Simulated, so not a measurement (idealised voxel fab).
Title: Process Module voxel capacitor over wiring
The cross-section on display is named cut; it measures 225 nm wide, and its cells are 5 nm squares.
For the purposes of this document, a cross-section shall be understood as a grid of square cells, specified as bands listed in top-to-bottom order, each band consisting of one or more rows of cells. For a band, the entry starts with two heights in nm, that of the top and then that of the bottom, and carries on with the band's materials in order from left to right, each alongside its width in nm; the word "edge to edge" beside a single material means it fills the band edge to edge, and "empty" means empty space. The level at which height equals 0 is the one under which the wafer, as it arrives, is entirely one material. No lower edge exists for the bottom band, which continues downward and is notated as in "top 0, no bottom". Think of "30 to 40" as a width that walks from the first number to the second as you go down the band, top row to bottom row, taking equal-sized steps from row to row. Basically "no alteration" means that step didn't change any cell in the cross-section. Listed in "Enclosed internal cavities": every empty space of 8 or more cells without an open way to the top. Form: width x height at distance, the distance being from the left edge, all in nm. On a step's line, text after the settings is the simulator commenting on that step. overlay nm: mask offset rightward from planned place, masked step; negative means leftward offset.
THIS SECTION LISTS THE PROCESS STEPS THAT WERE PLANNED
1) RECEIVE (material Si)
2) CONFORMAL_DEP (material SiO2; thk nm 15)
3) CONFORMAL_DEP (material SiN; thk nm 5)
4) DIRECTIONAL_DEP (material SiO2; thk nm 25)
5) DIRECTIONAL_DEP (material aC; thk nm 10)
6) PATTERN (tone open; mask id METAL_1; material resist; width nm 25; pitch nm 85; thk nm 30; overlay nm 0)
7) DIRECTIONAL_ETCH (etch materials aC; depth nm 10)
8) STRIP (etch materials resist)
9) DIRECTIONAL_ETCH (etch materials SiO2; depth nm 25)
10) DIRECTIONAL_ETCH (etch materials SiN; depth nm 5)
11) STRIP (etch materials aC)
12) CONFORMAL_DEP (material TiN; thk nm 5)
13) FILL_DEP (material Ru; thk nm 5)
14) CMP (height nm 45)
15) EPI (material Ru; thk nm 5)
16) FILL_DEP (material SiCN; thk nm 5)
17) DIRECTIONAL_DEP (material SiO2; thk nm 15)
18) MASKED_ETCH (tone open; mask id PLUG_1; width nm 15; etch materials SiO2; depth nm 15; overlay nm 0)
19) MASKED_ETCH (tone open; mask id PLUG_1; width nm 15; etch materials SiCN; depth nm 5; overlay nm 0)
20) CONFORMAL_DEP (material TiN; thk nm 5)
21) FILL_DEP (material W; thk nm 10)
22) CMP (height nm 70)
23) DIRECTIONAL_DEP (material TiN; thk nm 10)
24) DIRECTIONAL_DEP (material Al2O3; thk nm 5)
25) DIRECTIONAL_DEP (material TiN; thk nm 10)
26) PATTERN (tone cover; mask id UPPER_PLATE; material resist; width nm 65; thk nm 15; overlay nm 0)
27) DIRECTIONAL_ETCH (etch materials TiN; depth nm 10)
28) DIRECTIONAL_ETCH (etch materials Al2O3; depth nm 5)
29) STRIP (etch materials resist)
30) DIRECTIONAL_DEP (material aC; thk nm 15)
31) PATTERN (tone cover; mask id LOWER_PLATE; material resist; width nm 75; thk nm 30; overlay nm 0)
32) DIRECTIONAL_ETCH (etch materials aC; depth nm 15)
33) STRIP (etch materials resist)
34) DIRECTIONAL_ETCH (etch materials TiN; depth nm 10)
35) STRIP (etch materials aC)
36) FILL_DEP (material SiO2; thk nm 15)
37) CMP (height nm 105)
38) PATTERN (tone open; mask id PLUG_2; material resist; width nm 15; thk nm 20; overlay nm 0)
39) DIRECTIONAL_ETCH (etch materials SiO2; depth nm 10)
40) STRIP (etch materials resist)
41) CONFORMAL_DEP (material TiN; thk nm 5)
42) FILL_DEP (material Cu; thk nm 10)
43) CMP (height nm 105)
44) CONFORMAL_DEP (material SiCN; thk nm 5)
CROSS-SECTION OF THE WAFER AT RECEIPT, WHICH IS THE CONDITION AFTER STEP 1
top 0, no bottom  Si edge to edge
Enclosed internal cavities: none
THE CROSS-SECTION SHOWN CORRESPONDS TO THE WAFER AT THE CONCLUSION OF THE MODULE. THE INITIAL STRUCTURE AND THE PROCESS PLAN ARE THOSE PRESENTED ABOVE; HOWEVER, ONE MISTAKE OCCURRED IN EXECUTING THE PLAN
top 110, bottom 105  SiCN edge to edge
top 105, bottom 100  75 of SiO2; 5 of TiN; 5 of Cu; 5 of TiN; 135 of SiO2
top 100, bottom 95  75 of SiO2; 15 of TiN; 135 of SiO2
top 95, bottom 85  65 of SiO2; 65 of TiN; 95 of SiO2
top 85, bottom 80  65 of SiO2; 65 of Al2O3; 95 of SiO2
top 80, bottom 70  60 of SiO2; 75 of TiN; 90 of SiO2
top 70, bottom 55  65 of SiO2; 5 of TiN; 5 of W; 5 of TiN; 145 of SiO2
top 55, bottom 50  65 of SiCN; 15 of TiN; 145 of SiCN
top 50, bottom 45  50 of SiCN; 35 of Ru; 50 of SiCN; 35 of Ru; 55 of SiCN
top 45, bottom 35  55 of SiO2; 5 of TiN; 15 of Ru; 5 of TiN; 60 of SiO2; 5 of TiN; 15 of Ru; 5 of TiN; 60 of SiO2
top 35, bottom 30  55 of SiN; 25 of TiN; 60 of SiN; 25 of TiN; 60 of SiN
top 30, bottom 0  SiO2 edge to edge
top 0, no bottom  Si edge to edge
Enclosed internal cavities: none
Heads up, the wafer didn't run the way we planned it: regarding the plan, step 2 was run twice
